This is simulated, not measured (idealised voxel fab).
Presented below is a process module, voxel gate over fins.
The cross-section shown here is cut; it is 240 nm wide and divided into square cells measuring 5 nm on a side.
Notation: cross-section as square-cell grid; stated in bands, top first, going down; one or more cell rows per band.
Heights first: top, then bottom, in nm. Then materials, left to right, each with a width in nm. "edge to edge" on a single material: fills the band edge to edge. "air": empty space.
Note: height 0 marks the level under which the wafer is uniformly one material as received. Lowest band unbounded below, written "0 nm and below".
Graded width ("30..40"): value in top row of band = first number; value in bottom row = second number; row-to-row change constant.
"remains unaltered" (step): cross-section cells unchanged, all of them.
In the "Sealed voids" entry, you get each enclosed empty space of 8 cells or more, one with no open way to the top, written width x height at distance, distance from the left edge, in nm.
That trailing text on a step's line, after the settings, is the simulator's own remark on the step.
The "overlay nm" setting may appear on a step's line; for a step that uses a mask, it gives how far to the right of its planned position the mask lay, and a negative value indicates the left.
# Here's what the planned process steps look like
1,RECEIVE,material Si
2,CONFORMAL_DEP,material SiN,thk nm 5
3,DIRECTIONAL_DEP,material aC,thk nm 10
4,PATTERN,tone cover,mask id FINS,material resist,width nm 15,pitch nm 35,thk nm 30,overlay nm 0
5,DIRECTIONAL_ETCH,etch materials aC,depth nm 10
6,STRIP,etch materials resist
7,DIRECTIONAL_ETCH,etch materials SiN,depth nm 5
8,DIRECTIONAL_ETCH,etch materials Si,depth nm 35
9,STRIP,etch materials aC
10,FILL_DEP,material SiO2,thk nm 10
11,CMP,height nm 5
12,SELECTIVE_ETCH,etch materials SiO2,depth nm 20
13,STRIP,etch materials SiN
14,CONFORMAL_DEP,material HfO2,thk nm 5
15,CONFORMAL_DEP,material TiN,thk nm 5
16,FILL_DEP,material W,thk nm 10
17,CMP,height nm 15
18,CONFORMAL_DEP,material SiCN,thk nm 5
# Step 1 complete: cross-section of the wafer as received
    0 nm and below = Si edge to edge
    Sealed voids: none
# Post-module cross-section: identical start and plan to those above, one misstep in execution
    20 nm to 15 nm = SiCN edge to edge
    15 nm to 10 nm = W edge to edge
    10 nm to 5 nm = 50 W; 140 TiN; 50 W
    5 nm to 0 nm = 50 W; 5 TiN; 25 HfO2; 10 TiN; 25 HfO2; 10 TiN; 25 HfO2; 10 TiN; 25 HfO2; 5 TiN; 50 W
    0 nm to -5 nm = 50 W; 5 TiN; 5 HfO2; 15 Si; 5 HfO2; 10 TiN; 5 HfO2; 15 Si; 5 HfO2; 10 TiN; 5 HfO2; 15 Si; 5 HfO2; 10 TiN; 5 HfO2; 15 Si; 5 HfO2; 5 TiN; 50 W
    -5 nm to -10 nm = 55 TiN; 5 HfO2; 15 Si; 5 HfO2; 10 TiN; 5 HfO2; 15 Si; 5 HfO2; 10 TiN; 5 HfO2; 15 Si; 5 HfO2; 10 TiN; 5 HfO2; 15 Si; 5 HfO2; 55 TiN
    -10 nm to -15 nm = 45 HfO2; 10 TiN; 5 HfO2; 15 Si; 5 HfO2; 10 TiN; 5 HfO2; 15 Si; 5 HfO2; 10 TiN; 5 HfO2; 15 Si; 5 HfO2; 10 TiN; 5 HfO2; 15 Si; 5 HfO2; 10 TiN; 45 HfO2
    -15 nm to -20 nm = 40 SiO2; 20 HfO2; 15 Si; 20 HfO2; 15 Si; 20 HfO2; 15 Si; 20 HfO2; 15 Si; 20 HfO2; 40 SiO2
    -20 nm to -35 nm = 60 SiO2; 15 Si; 20 SiO2; 15 Si; 20 SiO2; 15 Si; 20 SiO2; 15 Si; 60 SiO2
    -35 nm and below = Si edge to edge
    Sealed voids: none
In executing the process, a mistake was made relative to the plan: steps 12 and 13 of the plan were each performed in the slot designated for the other
